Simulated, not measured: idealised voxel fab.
Process module under the name voxel self aligned contacts
Cross-sectional view cut (width: 160 nm; square cell size: 5 nm).
We lay out every cross-section as a grid of square cells and spell it out in bands from the top down, where one band means one or more rows of cells.
For a band, the entry starts with two heights in nm, that of the top and then that of the bottom, and carries on with the band's materials in order from left to right, each alongside its width in nm; the word "all across" beside a single material means it fills the band edge to edge, and "blank" means empty space.
Where do heights start? At 0: under that level the wafer as delivered is made of one material only. And the lowest band has no floor; it just carries on downward, as in "0 nm and below".
The width entry "30 to 40" should be interpreted row by row: the top row of cells in the band takes the first number, the bottom row takes the second number, and the change between adjacent rows is uniform throughout.
When a step is marked "nothing got changed", none of the cells in the cross-section changed during that step.
Entry "Fully enclosed voids" = empty spaces >= 8 cells with no open way to the top; each as width x height at distance, distance from left edge, all nm.
On each step's line, the part that comes after the settings is the simulator's own comment on the step.
overlay nm: step with mask; distance mask lay right of planned place; negative value = left of planned place.

**Intended process steps**
1: op RECEIVE | material Si
2: op CONFORMAL_DEP | material SiO2 | thk nm 5
3: op DIRECTIONAL_DEP | material polySi | thk nm 30
4: op DIRECTIONAL_DEP | material SiN | thk nm 20
5: op MASKED_ETCH | tone cover | mask id GATE | width nm 30 | pitch nm 60 | etch materials SiN | depth nm 20 | overlay nm 0
6: op MASKED_ETCH | tone cover | mask id GATE | width nm 30 | pitch nm 60 | etch materials polySi | depth nm 30 | overlay nm 0
7: op CONFORMAL_DEP | material SiN | thk nm 5
8: op DIRECTIONAL_ETCH | etch materials SiN | depth nm 5
9: op FILL_DEP | material SiO2 | thk nm 20
10: op CMP | height nm 65
11: op DIRECTIONAL_DEP | material aC | thk nm 10
12: op PATTERN | tone open | mask id CONTACT | material resist | width nm 40 | thk nm 25 | overlay nm 0
13: op DIRECTIONAL_ETCH | etch materials aC | depth nm 10
14: op STRIP | etch materials resist
15: op DIRECTIONAL_ETCH | etch materials SiO2 | depth nm 65
16: op STRIP | etch materials aC
17: op CONFORMAL_DEP | material TiN | thk nm 5
18: op FILL_DEP | material Ru | thk nm 5
19: op CMP | height nm 65
20: op CONFORMAL_DEP | material SiCN | thk nm 5

**As received (post step 1): cross-section**
> 0 nm and below  Si all across
> Fully enclosed voids: none

**Looking at the first of two wafers in cross-section at end of module - ran to plan**
> 70 nm to 65 nm  SiCN all across
> 65 nm to 55 nm  SiO2: 60 / TiN: 5 to 15 / Ru: 30 to 10 / TiN: 5 to 15 / SiO2: 60
> 55 nm to 35 nm  SiO2: 30 / SiN: 40 / TiN: 5 / Ru: 10 / TiN: 5 / SiN: 40 / SiO2: 30
> 35 nm to 5 nm  SiO2: 30 / SiN: 5 / polySi: 30 / SiN: 5 / TiN: 5 / Ru: 10 / TiN: 5 / SiN: 5 / polySi: 30 / SiN: 5 / SiO2: 30
> 5 nm to 0 nm  SiO2: 70 / TiN: 20 / SiO2: 70
> 0 nm and below  Si all across
> Fully enclosed voids: none

**This cross-section belongs to the second wafer of two at the end of the module; the start and the plan were shared with the first, and the run included one mistake**
> 70 nm to 65 nm  SiCN all across
> 65 nm to 55 nm  SiO2: 60 / SiN: 5 to 15 / Ru: 30 to 10 / SiN: 5 to 15 / SiO2: 60
> 55 nm to 35 nm  SiO2: 30 / SiN: 45 / Ru: 10 / SiN: 45 / SiO2: 30
> 35 nm to 5 nm  SiO2: 30 / SiN: 5 / polySi: 30 / SiN: 10 / Ru: 10 / SiN: 10 / polySi: 30 / SiN: 5 / SiO2: 30
> 5 nm to 0 nm  SiO2: 70 / SiN: 20 / SiO2: 70
> 0 nm and below  Si all across
> Fully enclosed voids: none
Processing error: step 17 was not run as planned; what actually ran was op CONFORMAL_DEP | material SiN | thk nm 5
Materials where the second wafer ends with more or fewer cells than the first: +32 SiN | -32 TiN
